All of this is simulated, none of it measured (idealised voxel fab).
process module | voxel ribs on slabs
cross-section cut | 275 nm wide | cells 5 nm
A cross-section is a grid of square cells, given in bands from the top down. A band is one or more rows of cells.
Each band's line starts with the height of the band's top and of its bottom, in nm. Then come its materials from left to right, each with its width in nm. One material with "throughout" fills the band from edge to edge. "air" is empty space.
Height 0 is the level under which the wafer as received is all one material. The lowest band goes on downwards, as in "0 down".
A width such as "30 to 40" changes by the same amount from each row of cells to the next, from the band's top row to its bottom row.
"no change" after a step means that no cell of the cross-section changed.
closed voids: empty space of 8 cells or more with no open way to the top, each as width x height at its distance from the left edge, in nm
after a step's settings: what the simulator itself notes on the step
overlay nm, on a step with a mask: how far to the right of its planned place the mask lay; to the left if negative
plan
1 op RECEIVE | material Si
2 op DIRECTIONAL_DEP | material SiO2 | thk nm 25
3 op DIRECTIONAL_DEP | material SiN | thk nm 25
4 op PATTERN | tone cover | mask id RIB | material resist | width nm 25 | thk nm 15 | overlay nm 0
5 op DIRECTIONAL_ETCH | etch materials SiN | depth nm 20
6 op STRIP | etch materials resist
7 op MASKED_ETCH | tone cover | mask id SLAB | width nm 85 | etch materials SiN | depth nm 5 | overlay nm 0
8 op FILL_DEP | material SiO2 | thk nm 25
9 op CMP | height nm 70
10 op DIRECTIONAL_DEP | material W | thk nm 5
11 op MASKED_ETCH | tone cover | mask id HEATER | width nm 35 | etch materials W | depth nm 5 | overlay nm 0
12 op CONFORMAL_DEP | material SiO2 | thk nm 10
as received, after step 1
  0 down: Si throughout
  closed voids: none
first wafer at the end, as planned
  85 to 80: air 110 | SiO2 55 | air 110
  80 to 75: SiO2 throughout
  75 to 70: SiO2 120 | W 35 | SiO2 120
  70 to 50: SiO2 throughout
  50 to 30: SiO2 125 | SiN 25 | SiO2 125
  30 to 25: SiO2 95 | SiN 85 | SiO2 95
  25 to 0: SiO2 throughout
  0 down: Si throughout
  closed voids: none
second wafer at the end: like start, like plan, one mistake
  85 to 80: air 110 | SiO2 55 | air 110
  80 to 75: SiO2 throughout
  75 to 70: SiO2 120 | W 35 | SiO2 120
  70 to 50: SiO2 throughout
  50 to 30: SiO2 125 | SiN 25 | SiO2 125
  30 to 25: SiO2 95 | SiN 90 | SiO2 90
  25 to 0: SiO2 throughout
  0 down: Si throughout
  closed voids: none
what went wrong: step 7 ran as: op MASKED_ETCH | tone cover | mask id SLAB | width nm 90 | etch materials SiN | depth nm 5 | overlay nm 0
at the end the second wafer has, in cells: 1 more of SiN | 1 fewer of SiO2
